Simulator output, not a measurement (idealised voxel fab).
process module | voxel trench capacitor
cross-section cut | 210 nm wide | cells 5 nm
A cross-section is a grid of square cells, given in bands from the top down. A band is one or more rows of cells.
Each band's line starts with the height of the band's top and of its bottom, in nm. Then come its materials from left to right, each with its width in nm. One material with "throughout" fills the band from edge to edge. "air" is empty space.
Height 0 is the level under which the wafer as received is all one material. The lowest band goes on downwards, as in "0 down".
A width such as "30 to 40" changes by the same amount from each row of cells to the next, from the band's top row to its bottom row.
"no change" after a step means that no cell of the cross-section changed.
closed voids: empty space of 8 cells or more with no open way to the top, each as width x height at its distance from the left edge, in nm
after a step's settings: what the simulator itself notes on the step
overlay nm, on a step with a mask: how far to the right of its planned place the mask lay; to the left if negative
plan
1 op RECEIVE | material Si
2 op CONFORMAL_DEP | material SiN | thk nm 5
3 op MASKED_ETCH | tone open | mask id TRENCH | width nm 30 | pitch nm 60 | etch materials SiN | depth nm 5 | overlay nm 0
4 op MASKED_ETCH | tone open | mask id TRENCH | width nm 30 | pitch nm 60 | etch materials Si | depth nm 30 | overlay nm 0
5 op CONFORMAL_DEP | material Al2O3 | thk nm 5
6 op CONFORMAL_DEP | material TiN | thk nm 5
7 op FILL_DEP | material W | thk nm 10
8 op CMP | height nm 5
as received, after step 1
  0 down: Si throughout
  closed voids: none
a wafer at the end: this start, this plan, one mistake
  -5 to -20: Si 30 | Al2O3 5 | TiN 5 | W 10 | TiN 5 | Al2O3 5 | Si 30 | Al2O3 5 | TiN 5 | W 10 | TiN 5 | Al2O3 5 | Si 30 | Al2O3 5 | TiN 5 | W 10 | TiN 5 | Al2O3 5 | Si 30
  -20 to -25: Si 30 | Al2O3 5 | TiN 20 | Al2O3 5 | Si 30 | Al2O3 5 | TiN 20 | Al2O3 5 | Si 30 | Al2O3 5 | TiN 20 | Al2O3 5 | Si 30
  -25 to -30: Si 30 | Al2O3 30 | Si 30 | Al2O3 30 | Si 30 | Al2O3 30 | Si 30
  -30 down: Si throughout
  closed voids: none
what went wrong: step 8 ran as: op CMP | height nm -5
